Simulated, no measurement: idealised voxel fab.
Process module heading - voxel transistor to metal
It is cross-section cut that appears here, measuring 205 nm in width, its square cells being 5 nm in size.
The cross-sections in this document take the form of a grid made of square cells. They are written out as bands, in order from top to bottom. Each band consists of one or more rows of cells. What a band's entry tells you: where the top is and where the bottom is, as heights in nm, and after that what lies inside, material by material from left to right, each with its width in nm. Empty space is written as the word "air", and a single material marked with the word "full width" occupies the band from edge to edge. Measure heights from 0. That's the level where, below it, the as-received wafer is all one material. The lowest band is bottomless and extends downward; write it as in "z 0 and below". The two numbers in a width such as "30 to 40" mark its ends across the band: the first belongs to the top row of cells, the second to the bottom row, and from each row to the next the width moves by the same amount. You'll sometimes find "nothing different" written for a step, and that's the way of saying that nowhere in the cross-section did a cell change during that step. "Closed internal voids" enumerates empty spaces isolated from the top, with no open way to it, that contain at least 8 cells, giving each as width x height at distance from the left edge, all three in nm. Past the settings on a step's line: simulator remark, on that step. overlay nm: step with mask; distance mask lay right of planned place; negative value = left of planned place.
The following list gives the planned process steps
1,RECEIVE [material Si]
2,CONFORMAL_DEP [material SiO2] [thk nm 5]
3,CONFORMAL_DEP [material SiN] [thk nm 15]
4,MASKED_ETCH [tone cover] [mask id ACTIVE] [width nm 95] [etch materials SiN] [depth nm 15] [overlay nm 0]
5,MASKED_ETCH [tone cover] [mask id ACTIVE] [width nm 95] [etch materials SiO2] [depth nm 5] [overlay nm 0]
6,MASKED_ETCH [tone cover] [mask id ACTIVE] [width nm 95] [etch materials Si] [depth nm 25] [overlay nm 0]
7,FILL_DEP [material SiO2] [thk nm 15]
8,CMP [height nm 20]
9,SELECTIVE_ETCH [etch materials SiO2] [depth nm 10]
10,STRIP [etch materials SiN]
11,SELECTIVE_ETCH [etch materials SiO2] [depth nm 5]
12,OXIDIZE [depth nm 5]
13,DIRECTIONAL_DEP [material polySi] [thk nm 25]
14,DIRECTIONAL_DEP [material SiCN] [thk nm 15]
15,PATTERN [tone cover] [mask id GATE] [material resist] [width nm 25] [thk nm 15] [overlay nm 0]
16,DIRECTIONAL_ETCH [etch materials SiCN] [depth nm 25]
17,DIRECTIONAL_ETCH [etch materials polySi] [depth nm 35]
18,STRIP [etch materials resist]
19,CONFORMAL_DEP [material SiN] [thk nm 10]
20,DIRECTIONAL_ETCH [etch materials SiN] [depth nm 10]
21,DIRECTIONAL_ETCH [etch materials SiO2] [depth nm 5]
22,EPI [material SiGe] [thk nm 5]
23,FILL_DEP [material SiO2] [thk nm 10]
24,CMP [height nm 40]
25,DIRECTIONAL_DEP [material SiO2] [thk nm 10]
26,PATTERN [tone open] [mask id CONTACT] [material resist] [width nm 25] [pitch nm 60] [thk nm 15] [overlay nm 0]
27,DIRECTIONAL_ETCH [etch materials SiO2] [depth nm 50]
28,STRIP [etch materials resist]
29,CONFORMAL_DEP [material TiN] [thk nm 5]
30,FILL_DEP [material Ru] [thk nm 10]
31,CMP [height nm 50]
32,CONFORMAL_DEP [material SiN] [thk nm 5]
33,DIRECTIONAL_DEP [material SiO2] [thk nm 15]
34,MASKED_ETCH [tone open] [mask id METAL_1] [width nm 15] [pitch nm 70] [etch materials SiO2] [depth nm 15] [overlay nm 0]
35,MASKED_ETCH [tone open] [mask id METAL_1] [width nm 15] [pitch nm 70] [etch materials SiN] [depth nm 5] [overlay nm 0]
36,CONFORMAL_DEP [material TiN] [thk nm 5]
37,FILL_DEP [material W] [thk nm 5]
38,CMP [height nm 70]
39,CONFORMAL_DEP [material SiCN] [thk nm 5]
Cross-section of the incoming wafer, state after step 1
> z 0 and below  Si full width
> Closed internal voids: none
End state of the module in cross-section, given the above starting point and plan and one mistake in execution
> z 85 to 70  SiCN full width
> z 70 to 55  60 nm SiO2 | 5 nm TiN | 5 nm W | 5 nm TiN | 55 nm SiO2 | 5 nm TiN | 5 nm W | 5 nm TiN | 60 nm SiO2
> z 55 to 50  60 nm SiN | 15 nm TiN | 55 nm SiN | 15 nm TiN | 60 nm SiN
> z 50 to 40  60 nm SiO2 | 5 nm TiN | 15 to 10 nm Ru | 5 to 10 nm TiN | 35 nm SiO2 | 5 to 10 nm TiN | 15 to 10 nm Ru | 5 nm TiN | 60 nm SiO2
> z 40 to 25  60 nm SiO2 | 5 nm TiN | 10 nm Ru | 5 nm TiN | 10 nm SiN | 25 nm SiCN | 10 nm SiN | 5 nm TiN | 10 nm Ru | 5 nm TiN | 60 nm SiO2
> z 25 to 5  60 nm SiO2 | 5 nm TiN | 10 nm Ru | 5 nm TiN | 10 nm SiN | 25 nm polySi | 10 nm SiN | 5 nm TiN | 10 nm Ru | 5 nm TiN | 60 nm SiO2
> z 5 to 0  50 nm SiO2 | 10 nm SiN | 20 nm TiN | 10 nm SiN | 25 nm polySi | 10 nm SiN | 20 nm TiN | 10 nm SiN | 50 nm SiO2
> z 0 to -5  60 nm SiO2 | 20 nm SiGe | 45 nm SiO2 | 20 nm SiGe | 60 nm SiO2
> z -5 to -25  55 nm SiO2 | 95 nm Si | 55 nm SiO2
> z -25 and below  Si full width
> Closed internal voids: none
So what did we get wrong on this run? step 39 off recipe, ran as CONFORMAL_DEP [material SiCN] [thk nm 15]
